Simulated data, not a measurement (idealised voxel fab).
A process module follows: voxel transistor to metal.
Square cells of 5 nm make up the cross-section cut, whose width is 300 nm.
Think of the cross-section as a grid of square cells. We describe it in bands, top to bottom, and each band covers one or more rows of those cells. First you get the band's top height and its bottom height, in nm, and then the materials it's made of, left to right, with each width in nm. If you see a single material with "edge to edge", that one covers the band edge to edge. "empty" is empty space. Height 0 is the level under which the wafer as received is all one material. The lowest band goes on downwards, as in "z 0 and below". With a width like "30->40", each row of cells in the band differs from the next by the same amount, the top row carrying the first number and the bottom row the second. Step marked "remains unaltered"? Then no cell in the cross-section changed in it. Under "Closed cavity list" you'll find the enclosed gaps, the ones with no way out to the top, that are 8 cells or bigger; each reads width x height at distance, with distance counted from the left edge, everything in nm. On a step's line, text after the settings is the simulator commenting on that step. "overlay nm" answers the question of how far to the right of plan the mask lay on a step that has a mask, and when it is negative the answer is to the left.

## Planned process steps
- 1: RECEIVE (material Si)
- 2: OXIDIZE (depth nm 5)
- 3: CONFORMAL_DEP (material SiN; thk nm 10)
- 4: PATTERN (tone cover; mask id ACTIVE; material resist; width nm 110; pitch nm 140; thk nm 20; overlay nm 0)
- 5: DIRECTIONAL_ETCH (etch materials SiN; depth nm 10)
- 6: DIRECTIONAL_ETCH (etch materials SiO2; depth nm 5)
- 7: DIRECTIONAL_ETCH (etch materials Si; depth nm 20)
- 8: STRIP (etch materials resist)
- 9: FILL_DEP (material SiO2; thk nm 10)
- 10: CMP (height nm 10)
- 11: SELECTIVE_ETCH (etch materials SiO2; depth nm 5)
- 12: STRIP (etch materials SiN)
- 13: SELECTIVE_ETCH (etch materials SiO2; depth nm 5)
- 14: OXIDIZE (depth nm 5)
- 15: DIRECTIONAL_DEP (material polySi; thk nm 25)
- 16: DIRECTIONAL_DEP (material SiCN; thk nm 10)
- 17: MASKED_ETCH (tone cover; mask id GATE; width nm 20; pitch nm 140; etch materials SiCN; depth nm 20; overlay nm 0)
- 18: MASKED_ETCH (tone cover; mask id GATE; width nm 20; pitch nm 140; etch materials polySi; depth nm 35; overlay nm 0)
- 19: CONFORMAL_DEP (material SiN; thk nm 5)
- 20: DIRECTIONAL_ETCH (etch materials SiN; depth nm 5)
- 21: DIRECTIONAL_ETCH (etch materials SiO2; depth nm 5)
- 22: DIRECTIONAL_ETCH (etch materials Si; depth nm 15)
- 23: EPI (material SiGe; thk nm 15)
- 24: FILL_DEP (material SiO2; thk nm 5)
- 25: CMP (height nm 30)
- 26: DIRECTIONAL_DEP (material SiO2; thk nm 15)
- 27: MASKED_ETCH (tone open; mask id CONTACT; width nm 35; etch materials SiO2; depth nm 55; overlay nm 0)
- 28: CONFORMAL_DEP (material TiN; thk nm 5)
- 29: FILL_DEP (material W; thk nm 5)
- 30: CMP (height nm 45)
- 31: CONFORMAL_DEP (material SiN; thk nm 5)
- 32: DIRECTIONAL_DEP (material lowk; thk nm 25)
- 33: MASKED_ETCH (tone open; mask id METAL_1; width nm 20; etch materials lowk; depth nm 25; overlay nm 0)
- 34: MASKED_ETCH (tone open; mask id METAL_1; width nm 20; etch materials SiN; depth nm 5; overlay nm 0)
- 35: CONFORMAL_DEP (material TiN; thk nm 5)
- 36: FILL_DEP (material Ru; thk nm 5)
- 37: CMP (height nm 75)
- 38: EPI (material Ru; thk nm 5)
- 39: FILL_DEP (material SiCN; thk nm 5)
- 40: DIRECTIONAL_DEP (material SiO2; thk nm 35)
- 41: DIRECTIONAL_DEP (material aC; thk nm 10)
- 42: PATTERN (tone open; mask id METAL_2; material resist; width nm 20; pitch nm 140; thk nm 30; overlay nm 0)
- 43: DIRECTIONAL_ETCH (etch materials aC; depth nm 10)
- 44: STRIP (etch materials resist)
- 45: DIRECTIONAL_ETCH (etch materials SiO2; depth nm 20)
- 46: STRIP (etch materials aC)
- 47: PATTERN (tone open; mask id METAL_2_HOLES; material resist; width nm 15; pitch nm 140; thk nm 20; overlay nm 0)
- 48: DIRECTIONAL_ETCH (etch materials SiO2; depth nm 15)
- 49: DIRECTIONAL_ETCH (etch materials SiCN; depth nm 5)
- 50: STRIP (etch materials resist)
- 51: CONFORMAL_DEP (material TiN; thk nm 5)
- 52: FILL_DEP (material Ru; thk nm 5)
- 53: CMP (height nm 120)
- 54: CONFORMAL_DEP (material SiCN; thk nm 5)

## as received, after step 1
* z 0 and below = Si edge to edge
* Closed cavity list: none

## Wafer cross-section at end of module: start and plan as shown above, one execution error
* z 125 to 120 = SiCN edge to edge
* z 120 to 105 = SiO2: 30, TiN: 5, Ru: 10, TiN: 5, SiO2: 120, TiN: 5, Ru: 10, TiN: 5, SiO2: 110
* z 105 to 100 = SiO2: 30, TiN: 5, Ru: 5, TiN: 10, SiO2: 120, TiN: 5, Ru: 5, TiN: 10, SiO2: 110
* z 100 to 85 = SiO2: 30, TiN: 5, Ru: 5, TiN: 5, SiO2: 125, TiN: 5, Ru: 5, TiN: 5, SiO2: 115
* z 85 to 80 = SiCN: 30, TiN: 15, SiCN: 125, TiN: 15, SiCN: 115
* z 80 to 75 = SiCN: 25, Ru: 30, SiCN: 50, Ru: 30, SiCN: 30, Ru: 30, SiCN: 50, Ru: 30, SiCN: 25
* z 75 to 50 = lowk: 30, TiN: 5, Ru: 10, TiN: 5, lowk: 60, TiN: 5, Ru: 10, TiN: 5, lowk: 40, TiN: 5, Ru: 10, TiN: 5, lowk: 60, TiN: 5, Ru: 10, TiN: 5, lowk: 30
* z 50 to 45 = SiN: 30, TiN: 20, SiN: 60, TiN: 20, SiN: 40, TiN: 20, SiN: 60, TiN: 20, SiN: 30
* z 45 to 30 = SiO2: 30, TiN: 5, W: 25, TiN: 5, SiO2: 30, TiN: 5, W: 25, TiN: 5, SiO2: 40, TiN: 5, W: 25, TiN: 5, SiO2: 30, TiN: 5, W: 25, TiN: 5, SiO2: 30
* z 30 to 20 = SiO2: 30, TiN: 5, W: 25, TiN: 5, SiN: 5, SiCN: 20, SiN: 5, TiN: 5, W: 25, TiN: 5, SiO2: 40, TiN: 5, W: 25, TiN: 5, SiN: 5, SiCN: 20, SiN: 5, TiN: 5, W: 25, TiN: 5, SiO2: 30
* z 20 to 10 = SiO2: 30, TiN: 5, W: 25, TiN: 5, SiN: 5, polySi: 20, SiN: 5, TiN: 5, W: 25, TiN: 5, SiO2: 40, TiN: 5, W: 25, TiN: 5, SiN: 5, polySi: 20, SiN: 5, TiN: 5, W: 25, TiN: 5, SiO2: 30
* z 10 to 5 = SiO2: 30, TiN: 5, W: 10, TiN: 20, SiN: 5, polySi: 20, SiN: 5, TiN: 20, W: 10, TiN: 5, SiO2: 40, TiN: 5, W: 10, TiN: 20, SiN: 5, polySi: 20, SiN: 5, TiN: 20, W: 10, TiN: 5, SiO2: 30
* z 5 to 0 = SiO2: 30, TiN: 5, W: 10, TiN: 5, SiGe: 15, SiN: 5, polySi: 20, SiN: 5, SiGe: 15, TiN: 5, W: 10, TiN: 5, SiO2: 40, TiN: 5, W: 10, TiN: 5, SiGe: 15, SiN: 5, polySi: 20, SiN: 5, SiGe: 15, TiN: 5, W: 10, TiN: 5, SiO2: 30
* z 0 to -5 = SiO2: 20, SiN: 5, SiO2: 5, TiN: 5, W: 10, TiN: 5, SiGe: 15, SiN: 5, polySi: 20, SiN: 5, SiGe: 15, TiN: 5, W: 10, TiN: 5, SiO2: 5, SiN: 5, SiO2: 20, SiN: 5, SiO2: 5, TiN: 5, W: 10, TiN: 5, SiGe: 15, SiN: 5, polySi: 20, SiN: 5, SiGe: 15, TiN: 5, W: 10, TiN: 5, SiO2: 5, SiN: 5, SiO2: 20
* z -5 to -10 = SiO2: 30, TiN: 20, SiGe: 15, SiO2: 30, SiGe: 15, TiN: 20, SiO2: 40, TiN: 20, SiGe: 15, SiO2: 30, SiGe: 15, TiN: 20, SiO2: 30
* z -10 to -25 = SiO2: 25, SiGe: 15, SiO2: 10, SiGe: 15, Si: 30, SiGe: 15, SiO2: 10, SiGe: 15, SiO2: 30, SiGe: 15, SiO2: 10, SiGe: 15, Si: 30, SiGe: 15, SiO2: 10, SiGe: 15, SiO2: 25
* z -25 to -40 = Si: 25, SiGe: 40, Si: 30, SiGe: 40, Si: 30, SiGe: 40, Si: 30, SiGe: 40, Si: 25
* z -40 and below = Si edge to edge
* Closed cavity list: none
Nonconformance to the process plan: plan step 22 ran twice
